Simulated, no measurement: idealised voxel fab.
Name of the process module below: voxel trench capacitor
In the cross-section labelled cut, the width is 185 nm and each square cell is 5 nm.
A cross-section is written here as square cells arranged in a grid, and it is given in bands from the top down, each band taking up one or more rows of cells.
Band: top height; bottom height; in nm. Then, left to right: material with width in nm, for each material. "edge to edge": a single material spanning edge to edge. "air": empty space.
Counting heights begins at 0, where everything beneath is, in the wafer as received, one material. The lowest band has no bottom; it goes on downwards, as "0 nm and below" shows.
So if you see something like "30..40" for the width, read it as the top row of the band sitting at the first number and the bottom row at the second, with every row in between moving by the same amount as the last.
The cross-section has no changed cell in any step marked "no alteration".
So "closed voids" is basically the list of trapped voids: any empty space of 8 cells or more that can't reach the top through an opening. They're written width x height at distance, the distance being from the left edge, and it's all nm.
Formally, on a step line, whatever follows the settings is a remark that the simulator itself makes on the step.
overlay nm: right-of-plan distance of the mask on a masked step; negative values mean left-of-plan.
[The following list gives the planned process steps]
1: RECEIVE with material Si
2: CONFORMAL_DEP with material SiN, thk nm 10
3: DIRECTIONAL_DEP with material aC, thk nm 15
4: PATTERN with tone open, mask id TRENCH, material resist, width nm 25, pitch nm 50, thk nm 30, overlay nm 0
5: DIRECTIONAL_ETCH with etch materials aC, depth nm 15
6: STRIP with etch materials resist
7: DIRECTIONAL_ETCH with etch materials SiN, depth nm 10
8: DIRECTIONAL_ETCH with etch materials Si, depth nm 35
9: STRIP with etch materials aC
10: CONFORMAL_DEP with material Al2O3, thk nm 5
11: CONFORMAL_DEP with material TiN, thk nm 5
12: FILL_DEP with material W, thk nm 10
13: CMP with height nm 10
[Wafer cross-section on receipt, i.e. after step 1]
  0 nm and below  Si edge to edge
  closed voids: none
[Run as planned - first of the two wafers cross-sectioned at the end of the module]
  10 nm to 0 nm  55 nm SiN, 5 nm Al2O3, 5 nm TiN, 5 nm W, 5 nm TiN, 5 nm Al2O3, 25 nm SiN, 5 nm Al2O3, 5 nm TiN, 5 nm W, 5 nm TiN, 5 nm Al2O3, 55 nm SiN
  0 nm to -25 nm  55 nm Si, 5 nm Al2O3, 5 nm TiN, 5 nm W, 5 nm TiN, 5 nm Al2O3, 25 nm Si, 5 nm Al2O3, 5 nm TiN, 5 nm W, 5 nm TiN, 5 nm Al2O3, 55 nm Si
  -25 nm to -30 nm  55 nm Si, 5 nm Al2O3, 15 nm TiN, 5 nm Al2O3, 25 nm Si, 5 nm Al2O3, 15 nm TiN, 5 nm Al2O3, 55 nm Si
  -30 nm to -35 nm  55 nm Si, 25 nm Al2O3, 25 nm Si, 25 nm Al2O3, 55 nm Si
  -35 nm and below  Si edge to edge
  closed voids: none
[Wafer two, sectioned after the module: the first wafer's start, the first wafer's plan, and one mistake in how it was run]
  10 nm to 5 nm  60 nm Al2O3, 5 nm TiN, 5 nm W, 5 nm TiN, 35 nm Al2O3, 5 nm TiN, 5 nm W, 5 nm TiN, 60 nm Al2O3
  5 nm to 0 nm  55 nm SiN, 5 nm Al2O3, 5 nm TiN, 5 nm W, 5 nm TiN, 5 nm Al2O3, 25 nm SiN, 5 nm Al2O3, 5 nm TiN, 5 nm W, 5 nm TiN, 5 nm Al2O3, 55 nm SiN
  0 nm to -25 nm  55 nm Si, 5 nm Al2O3, 5 nm TiN, 5 nm W, 5 nm TiN, 5 nm Al2O3, 25 nm Si, 5 nm Al2O3, 5 nm TiN, 5 nm W, 5 nm TiN, 5 nm Al2O3, 55 nm Si
  -25 nm to -30 nm  55 nm Si, 5 nm Al2O3, 15 nm TiN, 5 nm Al2O3, 25 nm Si, 5 nm Al2O3, 15 nm TiN, 5 nm Al2O3, 55 nm Si
  -30 nm to -35 nm  55 nm Si, 25 nm Al2O3, 25 nm Si, 25 nm Al2O3, 55 nm Si
  -35 nm and below  Si edge to edge
  closed voids: none
Misprocessing identified: step 2 did not happen as planned, as run it was CONFORMAL_DEP with material SiN, thk nm 5
In the final state, the cell counts of the second wafer exceed or fall short of those of the first for the following materials: Al2O3: 27 more, SiN: 27 fewer
